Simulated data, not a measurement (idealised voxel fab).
Process module heading - voxel gate over fins
165 nm wide, 5 nm square cells: that's cross-section cut.
A cross-section is written here as square cells arranged in a grid, and it is given in bands from the top down, each band taking up one or more rows of cells. It is stipulated that each band's entry specify, in nanometres, the height of the top of the band and then that of its bottom, followed by the materials of the band in left-to-right sequence, each together with its width in nanometres. A single material marked by the word "full width" is understood to fill the band from edge to edge; the word "blank" is understood to denote empty space. Beneath 0, the wafer as received is one material, and that level is where height counting begins. The lowest band goes on downward without a bottom; it is written like "0 down". The two numbers in a width such as "30 to 40" mark its ends across the band: the first belongs to the top row of cells, the second to the bottom row, and from each row to the next the width moves by the same amount. Basically "no change" means that step didn't change any cell in the cross-section. Closed-off voids of 8+ cells (no open route to the top) go in "closed voids", written width x height at distance from the left edge, in nm. That trailing text on a step's line, after the settings, is the simulator's own remark on the step. overlay nm: on a step with a mask, how far right of its planned place the mask lay; negative means left.
# Below is the list of planned process steps
1) op RECEIVE | material Si
2) op CONFORMAL_DEP | material SiN | thk nm 5
3) op PATTERN | tone cover | mask id FINS | material resist | width nm 15 | pitch nm 45 | thk nm 20 | overlay nm 0
4) op DIRECTIONAL_ETCH | etch materials SiN | depth nm 5
5) op DIRECTIONAL_ETCH | etch materials Si | depth nm 30
6) op STRIP | etch materials resist
7) op FILL_DEP | material SiO2 | thk nm 15
8) op CMP | height nm 5
9) op SELECTIVE_ETCH | etch materials SiO2 | depth nm 20
10) op STRIP | etch materials SiN
11) op CONFORMAL_DEP | material HfO2 | thk nm 5
12) op CONFORMAL_DEP | material TiN | thk nm 5
13) op CONFORMAL_DEP | material TiAl | thk nm 5
14) op CONFORMAL_DEP | material TiN | thk nm 5
15) op FILL_DEP | material W | thk nm 10
16) op CMP | height nm 25
17) op CONFORMAL_DEP | material SiCN | thk nm 10
# The first of the two wafers, which ran as planned
# Cross-section of the wafer as it came to us, i.e., already through step 1
* 0 down: Si full width
* closed voids: none
# Cross-section: wafer state after step 2
* 5 to 0: SiN full width
* Below a height of 0, the structure has not been altered.
# Cross-section: wafer state after step 3
* 25 to 5: 50 nm blank; 15 nm resist; 30 nm blank; 15 nm resist; 55 nm blank
* Below a height of 5, the structure has not been altered.
# Cross-section: wafer state after step 4
* 25 to 5: 50 nm blank; 15 nm resist; 30 nm blank; 15 nm resist; 55 nm blank
* 5 to 0: 50 nm blank; 15 nm SiN; 30 nm blank; 15 nm SiN; 55 nm blank
* Below a height of 0, the structure has not been altered.
# Cross-section: wafer state after step 5
* 25 to 5: 50 nm blank; 15 nm resist; 30 nm blank; 15 nm resist; 55 nm blank
* 5 to 0: 50 nm blank; 15 nm SiN; 30 nm blank; 15 nm SiN; 55 nm blank
* 0 to -30: 50 nm blank; 15 nm Si; 30 nm blank; 15 nm Si; 55 nm blank
* Below a height of -30, the structure has not been altered.
# Cross-section: wafer state after step 6
* 5 to 0: 50 nm blank; 15 nm SiN; 30 nm blank; 15 nm SiN; 55 nm blank
* Below a height of 0, the structure has not been altered.
# Cross-section: wafer state after step 7
* 20 to 5: SiO2 full width
* 5 to 0: 50 nm SiO2; 15 nm SiN; 30 nm SiO2; 15 nm SiN; 55 nm SiO2
* 0 to -30: 50 nm SiO2; 15 nm Si; 30 nm SiO2; 15 nm Si; 55 nm SiO2
* Below a height of -30, the structure has not been altered.
# Cross-section: wafer state after step 8
* 5 to 0: 50 nm SiO2; 15 nm SiN; 30 nm SiO2; 15 nm SiN; 55 nm SiO2
* Below a height of 0, the structure has not been altered.
# Cross-section: wafer state after step 9
* 5 to 0: 50 nm blank; 15 nm SiN; 30 nm blank; 15 nm SiN; 55 nm blank
* 0 to -15: 50 nm blank; 15 nm Si; 30 nm blank; 15 nm Si; 55 nm blank
* Below a height of -15, the structure has not been altered.
# Cross-section: wafer state after step 10
* 0 to -15: 50 nm blank; 15 nm Si; 30 nm blank; 15 nm Si; 55 nm blank
* Below a height of -15, the structure has not been altered.
# Cross-section: wafer state after step 11
* 5 to 0: 45 nm blank; 25 nm HfO2; 20 nm blank; 25 nm HfO2; 50 nm blank
* 0 to -10: 45 nm blank; 5 nm HfO2; 15 nm Si; 5 nm HfO2; 20 nm blank; 5 nm HfO2; 15 nm Si; 5 nm HfO2; 50 nm blank
* -10 to -15: 50 nm HfO2; 15 nm Si; 30 nm HfO2; 15 nm Si; 55 nm HfO2
* Below a height of -15, the structure has not been altered.
# Cross-section: wafer state after step 12
* 10 to 5: 40 nm blank; 35 nm TiN; 10 nm blank; 35 nm TiN; 45 nm blank
* 5 to 0: 40 nm blank; 5 nm TiN; 25 nm HfO2; 5 nm TiN; 10 nm blank; 5 nm TiN; 25 nm HfO2; 5 nm TiN; 45 nm blank
* 0 to -5: 40 nm blank; 5 nm TiN; 5 nm HfO2; 15 nm Si; 5 nm HfO2; 5 nm TiN; 10 nm blank; 5 nm TiN; 5 nm HfO2; 15 nm Si; 5 nm HfO2; 5 nm TiN; 45 nm blank
* -5 to -10: 45 nm TiN; 5 nm HfO2; 15 nm Si; 5 nm HfO2; 20 nm TiN; 5 nm HfO2; 15 nm Si; 5 nm HfO2; 50 nm TiN
* Below a height of -10, the structure has not been altered.
# Cross-section: wafer state after step 13
* 15 to 10: 35 nm blank; 90 nm TiAl; 40 nm blank
* 10 to 5: 35 nm blank; 5 nm TiAl; 35 nm TiN; 10 nm TiAl; 35 nm TiN; 5 nm TiAl; 40 nm blank
* 5 to 0: 35 nm blank; 5 nm TiAl; 5 nm TiN; 25 nm HfO2; 5 nm TiN; 10 nm TiAl; 5 nm TiN; 25 nm HfO2; 5 nm TiN; 5 nm TiAl; 40 nm blank
* 0 to -5: 40 nm TiAl; 5 nm TiN; 5 nm HfO2; 15 nm Si; 5 nm HfO2; 5 nm TiN; 10 nm TiAl; 5 nm TiN; 5 nm HfO2; 15 nm Si; 5 nm HfO2; 5 nm TiN; 45 nm TiAl
* Below a height of -5, the structure has not been altered.
# Cross-section: wafer state after step 14
* 20 to 15: 30 nm blank; 100 nm TiN; 35 nm blank
* 15 to 10: 30 nm blank; 5 nm TiN; 90 nm TiAl; 5 nm TiN; 35 nm blank
* 10 to 5: 30 nm blank; 5 nm TiN; 5 nm TiAl; 35 nm TiN; 10 nm TiAl; 35 nm TiN; 5 nm TiAl; 5 nm TiN; 35 nm blank
* 5 to 0: 35 nm TiN; 5 nm TiAl; 5 nm TiN; 25 nm HfO2; 5 nm TiN; 10 nm TiAl; 5 nm TiN; 25 nm HfO2; 5 nm TiN; 5 nm TiAl; 40 nm TiN
* Below a height of 0, the structure has not been altered.
# Cross-section: wafer state after step 15
* 30 to 20: W full width
* 20 to 15: 30 nm W; 100 nm TiN; 35 nm W
* 15 to 10: 30 nm W; 5 nm TiN; 90 nm TiAl; 5 nm TiN; 35 nm W
* 10 to 5: 30 nm W; 5 nm TiN; 5 nm TiAl; 35 nm TiN; 10 nm TiAl; 35 nm TiN; 5 nm TiAl; 5 nm TiN; 35 nm W
* Below a height of 5, the structure has not been altered.
# Cross-section: wafer state after step 16
* 25 to 20: W full width
* Below a height of 20, the structure has not been altered.
# Cross-section: wafer state after step 17
* 35 to 25: SiCN full width
* Below a height of 25, the structure has not been altered.
# Wafer two of the pair: same origin, same plan, one error during the run; identical to wafer one up to and including step 10
# Second wafer cross-section, taken as of the time the plan sets for step 11 to be done
* 5 to 0: 45 nm blank; 25 nm TiN; 20 nm blank; 25 nm TiN; 50 nm blank
* 0 to -10: 45 nm blank; 5 nm TiN; 15 nm Si; 5 nm TiN; 20 nm blank; 5 nm TiN; 15 nm Si; 5 nm TiN; 50 nm blank
* -10 to -15: 50 nm TiN; 15 nm Si; 30 nm TiN; 15 nm Si; 55 nm TiN
* Below a height of -15, the structure has not been altered.
# Second wafer cross-section, taken as of the time the plan sets for step 12 to be done
* 10 to 5: 40 nm blank; 35 nm HfO2; 10 nm blank; 35 nm HfO2; 45 nm blank
* 5 to 0: 40 nm blank; 5 nm HfO2; 25 nm TiN; 5 nm HfO2; 10 nm blank; 5 nm HfO2; 25 nm TiN; 5 nm HfO2; 45 nm blank
* 0 to -5: 40 nm blank; 5 nm HfO2; 5 nm TiN; 15 nm Si; 5 nm TiN; 5 nm HfO2; 10 nm blank; 5 nm HfO2; 5 nm TiN; 15 nm Si; 5 nm TiN; 5 nm HfO2; 45 nm blank
* -5 to -10: 45 nm HfO2; 5 nm TiN; 15 nm Si; 5 nm TiN; 20 nm HfO2; 5 nm TiN; 15 nm Si; 5 nm TiN; 50 nm HfO2
* Below a height of -10, the structure has not been altered.
# Second wafer cross-section, taken as of the time the plan sets for step 13 to be done
* 15 to 10: 35 nm blank; 90 nm TiAl; 40 nm blank
* 10 to 5: 35 nm blank; 5 nm TiAl; 35 nm HfO2; 10 nm TiAl; 35 nm HfO2; 5 nm TiAl; 40 nm blank
* 5 to 0: 35 nm blank; 5 nm TiAl; 5 nm HfO2; 25 nm TiN; 5 nm HfO2; 10 nm TiAl; 5 nm HfO2; 25 nm TiN; 5 nm HfO2; 5 nm TiAl; 40 nm blank
* 0 to -5: 40 nm TiAl; 5 nm HfO2; 5 nm TiN; 15 nm Si; 5 nm TiN; 5 nm HfO2; 10 nm TiAl; 5 nm HfO2; 5 nm TiN; 15 nm Si; 5 nm TiN; 5 nm HfO2; 45 nm TiAl
* Below a height of -5, the structure has not been altered.
# Second wafer cross-section, taken as of the time the plan sets for step 14 to be done
* 20 to 15: 30 nm blank; 100 nm TiN; 35 nm blank
* 15 to 10: 30 nm blank; 5 nm TiN; 90 nm TiAl; 5 nm TiN; 35 nm blank
* 10 to 5: 30 nm blank; 5 nm TiN; 5 nm TiAl; 35 nm HfO2; 10 nm TiAl; 35 nm HfO2; 5 nm TiAl; 5 nm TiN; 35 nm blank
* 5 to 0: 35 nm TiN; 5 nm TiAl; 5 nm HfO2; 25 nm TiN; 5 nm HfO2; 10 nm TiAl; 5 nm HfO2; 25 nm TiN; 5 nm HfO2; 5 nm TiAl; 40 nm TiN
* Below a height of 0, the structure has not been altered.
# Second wafer cross-section, taken as of the time the plan sets for step 15 to be done
* 30 to 20: W full width
* 20 to 15: 30 nm W; 100 nm TiN; 35 nm W
* 15 to 10: 30 nm W; 5 nm TiN; 90 nm TiAl; 5 nm TiN; 35 nm W
* 10 to 5: 30 nm W; 5 nm TiN; 5 nm TiAl; 35 nm HfO2; 10 nm TiAl; 35 nm HfO2; 5 nm TiAl; 5 nm TiN; 35 nm W
* Below a height of 5, the structure has not been altered.
# Second wafer cross-section, taken as of the time the plan sets for step 16 to be done
* 25 to 20: W full width
* Below a height of 20, the structure has not been altered.
# Second wafer cross-section, taken as of the time the plan sets for step 17 to be done
* 35 to 25: SiCN full width
* Below a height of 25, the structure has not been altered.
Misprocessing identified: it was found that steps 11 and 12 of the process plan had been performed in exchanged positions
End check, second vs first wafer: material counts in cells match, positions do not.
